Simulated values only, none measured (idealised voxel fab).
process module | voxel self aligned contacts
cross-section cut | 280 nm wide | cells 5 nm
A cross-section is a grid of square cells, given in bands from the top down. A band is one or more rows of cells.
Each band's line starts with the height of the band's top and of its bottom, in nm. Then come its materials from left to right, each with its width in nm. One material with "throughout" fills the band from edge to edge. "air" is empty space.
Height 0 is the level under which the wafer as received is all one material. The lowest band goes on downwards, as in "0 down".
A width such as "30 to 40" changes by the same amount from each row of cells to the next, from the band's top row to its bottom row.
"no change" after a step means that no cell of the cross-section changed.
closed voids: empty space of 8 cells or more with no open way to the top, each as width x height at its distance from the left edge, in nm
after a step's settings: what the simulator itself notes on the step
overlay nm, on a step with a mask: how far to the right of its planned place the mask lay; to the left if negative
plan
1 op RECEIVE | material Si
2 op CONFORMAL_DEP | material SiO2 | thk nm 5
3 op DIRECTIONAL_DEP | material polySi | thk nm 30
4 op DIRECTIONAL_DEP | material SiN | thk nm 15
5 op DIRECTIONAL_DEP | material aC | thk nm 10
6 op PATTERN | tone cover | mask id GATE | material resist | width nm 30 | pitch nm 60 | thk nm 25 | overlay nm 0
7 op DIRECTIONAL_ETCH | etch materials aC | depth nm 10
8 op STRIP | etch materials resist
9 op DIRECTIONAL_ETCH | etch materials SiN | depth nm 15
10 op DIRECTIONAL_ETCH | etch materials polySi | depth nm 30
11 op STRIP | etch materials aC
12 op CONFORMAL_DEP | material SiN | thk nm 5
13 op DIRECTIONAL_ETCH | etch materials SiN | depth nm 5
14 op FILL_DEP | material SiO2 | thk nm 15
15 op CMP | height nm 60
16 op MASKED_ETCH | tone open | mask id CONTACT | width nm 40 | etch materials SiO2 | depth nm 60 | overlay nm 0
17 op CONFORMAL_DEP | material TiN | thk nm 5
18 op FILL_DEP | material W | thk nm 10
19 op CMP | height nm 60
20 op CONFORMAL_DEP | material SiCN | thk nm 5
as received, after step 1
  0 down: Si throughout
  closed voids: none
first wafer at the end, as planned
  65 to 60: SiCN throughout
  60 to 50: SiO2 120 | TiN 5 to 15 | W 30 to 10 | TiN 5 to 15 | SiO2 120
  50 to 35: SiO2 90 | SiN 40 | TiN 5 | W 10 | TiN 5 | SiN 40 | SiO2 90
  35 to 5: SiO2 90 | SiN 5 | polySi 30 | SiN 5 | TiN 5 | W 10 | TiN 5 | SiN 5 | polySi 30 | SiN 5 | SiO2 90
  5 to 0: SiO2 130 | TiN 20 | SiO2 130
  0 down: Si throughout
  closed voids: none
second wafer at the end: like start, like plan, one mistake
  80 to 75: SiCN throughout
  75 to 65: W throughout
  65 to 60: TiN 125 | W 30 | TiN 125
  60 to 50: SiO2 120 | TiN 5 to 15 | W 30 to 10 | TiN 5 to 15 | SiO2 120
  50 to 35: SiO2 90 | SiN 40 | TiN 5 | W 10 | TiN 5 | SiN 40 | SiO2 90
  35 to 5: SiO2 90 | SiN 5 | polySi 30 | SiN 5 | TiN 5 | W 10 | TiN 5 | SiN 5 | polySi 30 | SiN 5 | SiO2 90
  5 to 0: SiO2 130 | TiN 20 | SiO2 130
  0 down: Si throughout
  closed voids: none
what went wrong: step 19 was left out
at the end the second wafer has, in cells: 50 more of TiN | 118 more of W
